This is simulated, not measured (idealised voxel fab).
The document below concerns the process module designated voxel air gaps.
The figure presents cross-section cut, which has a width of 245 nm and is divided into square cells with an edge length of 5 nm.
If you're reading a cross-section in this doc, picture square cells in a grid; it comes to you as bands, top ones listed first down to the bottom, and a band can be one or more rows of cells. Band: top and bottom heights (nm) first, top before bottom; then materials from left to right, widths in nm. "throughout" marks a sole material filling the band edge to edge. "blank" denotes empty space. Heights from 0 (as-received wafer is one material below). Bottom band endless downward, as "0 and below". Width spec "30->40" -> top row of cells at first value, bottom row at second value, equal per-row change in between. "no change" means the step left every cell of the cross-section as it was. The label "Cavities, closed" introduces a list of the empty spaces, 8 cells or larger, that have no open way up to the top; each entry in it reads width x height at distance, where the distance is taken from the left edge and all three are stated in nm. Where a step's line continues beyond its settings, the continuation is a remark by the simulator itself on that step. On any step carrying a mask, the "overlay nm" setting, if present on the step's line, tells how far right of its planned place the mask lay; negative values point to the left.

# Here's what the planned process steps look like
step 1: RECEIVE | material Si
step 2: CONFORMAL_DEP | material SiO2 | thk nm 15
step 3: CONFORMAL_DEP | material SiN | thk nm 5
step 4: DIRECTIONAL_DEP | material lowk | thk nm 30
step 5: DIRECTIONAL_DEP | material aC | thk nm 15
step 6: PATTERN | tone open | mask id LINES | material resist | width nm 25 | pitch nm 55 | thk nm 30 | overlay nm -15
step 7: DIRECTIONAL_ETCH | etch materials aC | depth nm 15
step 8: STRIP | etch materials resist
step 9: DIRECTIONAL_ETCH | etch materials lowk | depth nm 30
step 10: STRIP | etch materials aC
step 11: CONFORMAL_DEP | material TiN | thk nm 5
step 12: FILL_DEP | material W | thk nm 10
step 13: CMP | height nm 50
step 14: EPI | material Ru | thk nm 10
step 15: SELECTIVE_ETCH | etch materials lowk | depth nm 40
step 16: CONFORMAL_DEP | material SiN | thk nm 5
All wafers enter the flow in the same state. The overlay nm at step 6 differs from wafer to wafer, and the plan gives the value for the first wafer.

# After step 1, as received: first of several wafers, cross-section
	0 and below: Si throughout
	Cavities, closed: none

# At the end of the module, after its last step, step 16, the first of several wafers appears in cross-section as follows
	65 down to 60: blank 25 nm, SiN 165 nm, blank 55 nm
	60 down to 50: blank 25 nm, SiN 5 nm, Ru 45 nm, SiN 10 nm, Ru 45 nm, SiN 10 nm, Ru 45 nm, SiN 5 nm, blank 55 nm
	50 down to 45: blank 25 nm, SiN 15 nm, TiN 5 nm, W 15 nm, TiN 5 nm, SiN 30 nm, TiN 5 nm, W 15 nm, TiN 5 nm, SiN 30 nm, TiN 5 nm, W 15 nm, TiN 5 nm, SiN 15 nm, blank 55 nm
	45 down to 25: blank 35 nm, SiN 5 nm, TiN 5 nm, W 15 nm, TiN 5 nm, SiN 5 nm, blank 20 nm, SiN 5 nm, TiN 5 nm, W 15 nm, TiN 5 nm, SiN 5 nm, blank 20 nm, SiN 5 nm, TiN 5 nm, W 15 nm, TiN 5 nm, SiN 5 nm, blank 65 nm
	25 down to 20: SiN 40 nm, TiN 25 nm, SiN 30 nm, TiN 25 nm, SiN 30 nm, TiN 25 nm, SiN 70 nm
	20 down to 15: SiN throughout
	15 down to 0: SiO2 throughout
	0 and below: Si throughout
	Cavities, closed: 20 x 20 at 70; 20 x 20 at 125

# The module's end: a cross-section of the last wafer
	65 down to 60: blank 55 nm, SiN 165 nm, blank 25 nm
	60 down to 50: blank 55 nm, SiN 5 nm, Ru 45 nm, SiN 10 nm, Ru 45 nm, SiN 10 nm, Ru 45 nm, SiN 5 nm, blank 25 nm
	50 down to 45: blank 55 nm, SiN 15 nm, TiN 5 nm, W 15 nm, TiN 5 nm, SiN 30 nm, TiN 5 nm, W 15 nm, TiN 5 nm, SiN 30 nm, TiN 5 nm, W 15 nm, TiN 5 nm, SiN 15 nm, blank 25 nm
	45 down to 25: blank 65 nm, SiN 5 nm, TiN 5 nm, W 15 nm, TiN 5 nm, SiN 5 nm, blank 20 nm, SiN 5 nm, TiN 5 nm, W 15 nm, TiN 5 nm, SiN 5 nm, blank 20 nm, SiN 5 nm, TiN 5 nm, W 15 nm, TiN 5 nm, SiN 5 nm, blank 35 nm
	25 down to 20: SiN 70 nm, TiN 25 nm, SiN 30 nm, TiN 25 nm, SiN 30 nm, TiN 25 nm, SiN 40 nm
	20 down to 15: SiN throughout
	15 down to 0: SiO2 throughout
	0 and below: Si throughout
	Cavities, closed: 20 x 20 at 100; 20 x 20 at 155

# Basically each wafer gets a line in the table, showing it at the end of the module: material by material, the cells it gained (+) or lost (-) since we got it, then its closed voids
overlay nm -15 | +54 Ru | +170 SiN | +147 SiO2 | +45 TiN | +45 W | Cavities, closed: 20 x 20 at 70; 20 x 20 at 125
overlay nm -10 | +54 Ru | +170 SiN | +147 SiO2 | +45 TiN | +45 W | Cavities, closed: 20 x 20 at 75; 20 x 20 at 130
overlay nm -5 | +54 Ru | +170 SiN | +147 SiO2 | +45 TiN | +45 W | Cavities, closed: 20 x 20 at 80; 20 x 20 at 135
overlay nm 0 | +54 Ru | +170 SiN | +147 SiO2 | +45 TiN | +45 W | Cavities, closed: 20 x 20 at 85; 20 x 20 at 140
overlay nm 5 | +54 Ru | +170 SiN | +147 SiO2 | +45 TiN | +45 W | Cavities, closed: 20 x 20 at 90; 20 x 20 at 145
overlay nm 10 | +54 Ru | +170 SiN | +147 SiO2 | +45 TiN | +45 W | Cavities, closed: 20 x 20 at 95; 20 x 20 at 150
overlay nm 15 | +54 Ru | +170 SiN | +147 SiO2 | +45 TiN | +45 W | Cavities, closed: 20 x 20 at 100; 20 x 20 at 155
